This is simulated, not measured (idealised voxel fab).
Presented below is a process module, voxel self aligned vias.
Each square cell in cross-section cut measures 5 nm, and the section as a whole is 205 nm wide.
Cross-section, as written here: a square-cell grid given band by band from the top down, where a band holds one or more rows of cells.
Top, bottom (nm), then materials left to right with widths (nm); lone material tagged "full width" fills the whole band edge to edge; "blank" = empty space.
A quick word on heights: they are counted from 0, and under that level the wafer as it came to us is one material throughout. The lowest band is different from the rest in having no bottom; it simply continues downward, written as in "from 0 down".
When a width is written as two numbers, as in "30->40", the first number is the width in the top row of cells of the band and the second is the width in its bottom row, and the width changes by the same amount from each row to the next.
Step marked "nothing was modified"? Then no cell in the cross-section changed in it.
Entry "Encapsulated voids". Content: empty spaces with no open connection to the top, size 8 cells or greater. Each: width x height at distance. Distance: from left edge. Unit: nm.
Where a step's line continues beyond its settings, the continuation is a remark by the simulator itself on that step.
"overlay nm" denotes, for a step that has a mask, the displacement of the mask to the right of its planned place, with negative values corresponding to the left.

[Planned process steps]
- 1: RECEIVE,material Si
- 2: CONFORMAL_DEP,material SiO2,thk nm 10
- 3: CONFORMAL_DEP,material SiCN,thk nm 5
- 4: DIRECTIONAL_DEP,material lowk,thk nm 30
- 5: MASKED_ETCH,tone open,mask id LINES,width nm 20,pitch nm 50,etch materials lowk,depth nm 30,overlay nm 0
- 6: CONFORMAL_DEP,material TiN,thk nm 5
- 7: FILL_DEP,material W,thk nm 10
- 8: CMP,height nm 45
- 9: SELECTIVE_ETCH,etch materials W Ru TiN,depth nm 5
- 10: FILL_DEP,material SiN,thk nm 10
- 11: CMP,height nm 45
- 12: DIRECTIONAL_DEP,material lowk,thk nm 20
- 13: MASKED_ETCH,tone open,mask id VIAS,width nm 30,pitch nm 50,etch materials lowk,depth nm 20,overlay nm 0
- 14: MASKED_ETCH,tone open,mask id VIAS,width nm 30,pitch nm 50,etch materials SiN,depth nm 5,overlay nm 0
- 15: CONFORMAL_DEP,material TiN,thk nm 5
- 16: FILL_DEP,material Cu,thk nm 10
- 17: CMP,height nm 65
- 18: CONFORMAL_DEP,material SiN,thk nm 5

[First of two wafers - as planned]

[As received (post step 1): cross-section]
  from 0 down: Si full width
  Encapsulated voids: none

[Cross-section of the wafer after step 2]
  from 10 to 0: SiO2 full width
  Rest of section, below 0: as before.

[Cross-section of the wafer after step 3]
  from 15 to 10: SiCN full width
  Rest of section, below 10: as before.

[Cross-section of the wafer after step 4]
  from 45 to 15: lowk full width
  Rest of section, below 15: as before.

[Cross-section of the wafer after step 5]
  from 45 to 15: 65 of lowk  20 of blank  30 of lowk  20 of blank  70 of lowk
  Rest of section, below 15: as before.

[Cross-section of the wafer after step 6]
  from 50 to 45: 70 of TiN  10 of blank  40 of TiN  10 of blank  75 of TiN
  from 45 to 20: 65 of lowk  5 of TiN  10 of blank  5 of TiN  30 of lowk  5 of TiN  10 of blank  5 of TiN  70 of lowk
  from 20 to 15: 65 of lowk  20 of TiN  30 of lowk  20 of TiN  70 of lowk
  Rest of section, below 15: as before.

[Cross-section of the wafer after step 7]
  from 60 to 50: W full width
  from 50 to 45: 70 of TiN  10 of W  40 of TiN  10 of W  75 of TiN
  from 45 to 20: 65 of lowk  5 of TiN  10 of W  5 of TiN  30 of lowk  5 of TiN  10 of W  5 of TiN  70 of lowk
  Rest of section, below 20: as before.

[Cross-section of the wafer after step 8]
  from 45 to 20: 65 of lowk  5 of TiN  10 of W  5 of TiN  30 of lowk  5 of TiN  10 of W  5 of TiN  70 of lowk
  Rest of section, below 20: as before.

[Cross-section of the wafer after step 9]
  from 45 to 40: 65 of lowk  20 of blank  30 of lowk  20 of blank  70 of lowk
  Rest of section, below 40: as before.

[Cross-section of the wafer after step 10]
  from 55 to 45: SiN full width
  from 45 to 40: 65 of lowk  20 of SiN  30 of lowk  20 of SiN  70 of lowk
  Rest of section, below 40: as before.

[Cross-section of the wafer after step 11]
  from 45 to 40: 65 of lowk  20 of SiN  30 of lowk  20 of SiN  70 of lowk
  Rest of section, below 40: as before.

[Cross-section of the wafer after step 12]
  from 65 to 45: lowk full width
  Rest of section, below 45: as before.

[Cross-section of the wafer after step 13]
  from 65 to 45: 60 of lowk  30 of blank  20 of lowk  30 of blank  65 of lowk
  Rest of section, below 45: as before.

[Cross-section of the wafer after step 14]
  from 65 to 45: 60 of lowk  30 of blank  20 of lowk  30 of blank  65 of lowk
  from 45 to 40: 65 of lowk  20 of blank  30 of lowk  20 of blank  70 of lowk
  Rest of section, below 40: as before.

[Cross-section of the wafer after step 15]
  from 70 to 65: 65 of TiN  20 of blank  30 of TiN  20 of blank  70 of TiN
  from 65 to 50: 60 of lowk  5 of TiN  20 of blank  5 of TiN  20 of lowk  5 of TiN  20 of blank  5 of TiN  65 of lowk
  from 50 to 45: 60 of lowk  10 of TiN  10 of blank  10 of TiN  20 of lowk  10 of TiN  10 of blank  10 of TiN  65 of lowk
  from 45 to 40: 65 of lowk  20 of TiN  30 of lowk  20 of TiN  70 of lowk
  Rest of section, below 40: as before.

[Cross-section of the wafer after step 16]
  from 80 to 70: Cu full width
  from 70 to 65: 65 of TiN  20 of Cu  30 of TiN  20 of Cu  70 of TiN
  from 65 to 50: 60 of lowk  5 of TiN  20 of Cu  5 of TiN  20 of lowk  5 of TiN  20 of Cu  5 of TiN  65 of lowk
  from 50 to 45: 60 of lowk  10 of TiN  10 of Cu  10 of TiN  20 of lowk  10 of TiN  10 of Cu  10 of TiN  65 of lowk
  Rest of section, below 45: as before.

[Cross-section of the wafer after step 17]
  from 65 to 50: 60 of lowk  5 of TiN  20 of Cu  5 of TiN  20 of lowk  5 of TiN  20 of Cu  5 of TiN  65 of lowk
  Rest of section, below 50: as before.

[Cross-section of the wafer after step 18]
  from 70 to 65: SiN full width
  Rest of section, below 65: as before.

[The remaining wafer, second of the two, started like the first and was run to the same plan, except that one mistake was made along the way; the two coincide through step 4, inclusive]

[Cross-section, second wafer, at the end time the plan gives for step 5]
  from 45 to 15: 65 of blank  20 of lowk  30 of blank  20 of lowk  70 of blank
  Rest of section, below 15: as before.

[Cross-section, second wafer, at the end time the plan gives for step 6]
  from 50 to 45: 60 of blank  30 of TiN  20 of blank  30 of TiN  65 of blank
  from 45 to 20: 60 of blank  5 of TiN  20 of lowk  5 of TiN  20 of blank  5 of TiN  20 of lowk  5 of TiN  65 of blank
  from 20 to 15: 65 of TiN  20 of lowk  30 of TiN  20 of lowk  70 of TiN
  Rest of section, below 15: as before.

[Cross-section, second wafer, at the end time the plan gives for step 7]
  from 60 to 50: W full width
  from 50 to 45: 60 of W  30 of TiN  20 of W  30 of TiN  65 of W
  from 45 to 20: 60 of W  5 of TiN  20 of lowk  5 of TiN  20 of W  5 of TiN  20 of lowk  5 of TiN  65 of W
  Rest of section, below 20: as before.

[Cross-section, second wafer, at the end time the plan gives for step 8]
  from 45 to 20: 60 of W  5 of TiN  20 of lowk  5 of TiN  20 of W  5 of TiN  20 of lowk  5 of TiN  65 of W
  Rest of section, below 20: as before.

[Cross-section, second wafer, at the end time the plan gives for step 9]
  from 45 to 40: 65 of blank  20 of lowk  30 of blank  20 of lowk  70 of blank
  Rest of section, below 40: as before.

[Cross-section, second wafer, at the end time the plan gives for step 10]
  from 55 to 45: SiN full width
  from 45 to 40: 65 of SiN  20 of lowk  30 of SiN  20 of lowk  70 of SiN
  Rest of section, below 40: as before.

[Cross-section, second wafer, at the end time the plan gives for step 11]
  from 45 to 40: 65 of SiN  20 of lowk  30 of SiN  20 of lowk  70 of SiN
  Rest of section, below 40: as before.

[Cross-section, second wafer, at the end time the plan gives for step 12]
  from 65 to 45: lowk full width
  Rest of section, below 45: as before.

[Cross-section, second wafer, at the end time the plan gives for step 13]
  from 65 to 45: 60 of lowk  30 of blank  20 of lowk  30 of blank  65 of lowk
  Rest of section, below 45: as before.

[Cross-section, second wafer, at the end time the plan gives for step 14]
  from 65 to 45: 60 of lowk  30 of blank  20 of lowk  30 of blank  65 of lowk
  from 45 to 40: 60 of SiN  5 of blank  20 of lowk  5 of blank  20 of SiN  5 of blank  20 of lowk  5 of blank  65 of SiN
  Rest of section, below 40: as before.

[Cross-section, second wafer, at the end time the plan gives for step 15]
  from 70 to 65: 65 of TiN  20 of blank  30 of TiN  20 of blank  70 of TiN
  from 65 to 50: 60 of lowk  5 of TiN  20 of blank  5 of TiN  20 of lowk  5 of TiN  20 of blank  5 of TiN  65 of lowk
  from 50 to 45: 60 of lowk  30 of TiN  20 of lowk  30 of TiN  65 of lowk
  from 45 to 40: 60 of SiN  5 of TiN  20 of lowk  5 of TiN  20 of SiN  5 of TiN  20 of lowk  5 of TiN  65 of SiN
  Rest of section, below 40: as before.

[Cross-section, second wafer, at the end time the plan gives for step 16]
  from 80 to 70: Cu full width
  from 70 to 65: 65 of TiN  20 of Cu  30 of TiN  20 of Cu  70 of TiN
  from 65 to 50: 60 of lowk  5 of TiN  20 of Cu  5 of TiN  20 of lowk  5 of TiN  20 of Cu  5 of TiN  65 of lowk
  Rest of section, below 50: as before.

[Cross-section, second wafer, at the end time the plan gives for step 17]
  from 65 to 50: 60 of lowk  5 of TiN  20 of Cu  5 of TiN  20 of lowk  5 of TiN  20 of Cu  5 of TiN  65 of lowk
  Rest of section, below 50: as before.

[Cross-section, second wafer, at the end time the plan gives for step 18]
  from 70 to 65: SiN full width
  Rest of section, below 65: as before.
Which mistake was made when the wafer was run? step 5 ran differently from the plan; actual operation with settings: MASKED_ETCH,tone cover,mask id LINES,width nm 20,pitch nm 50,etch materials lowk,depth nm 30,overlay nm 0
It is noted that, at the conclusion of processing, the second wafer exhibits a higher or lower cell count for certain materials relative to the first: Cu: 4 fewer, SiN: 29 more, TiN: 25 more, W: 100 more, lowk: 150 fewer
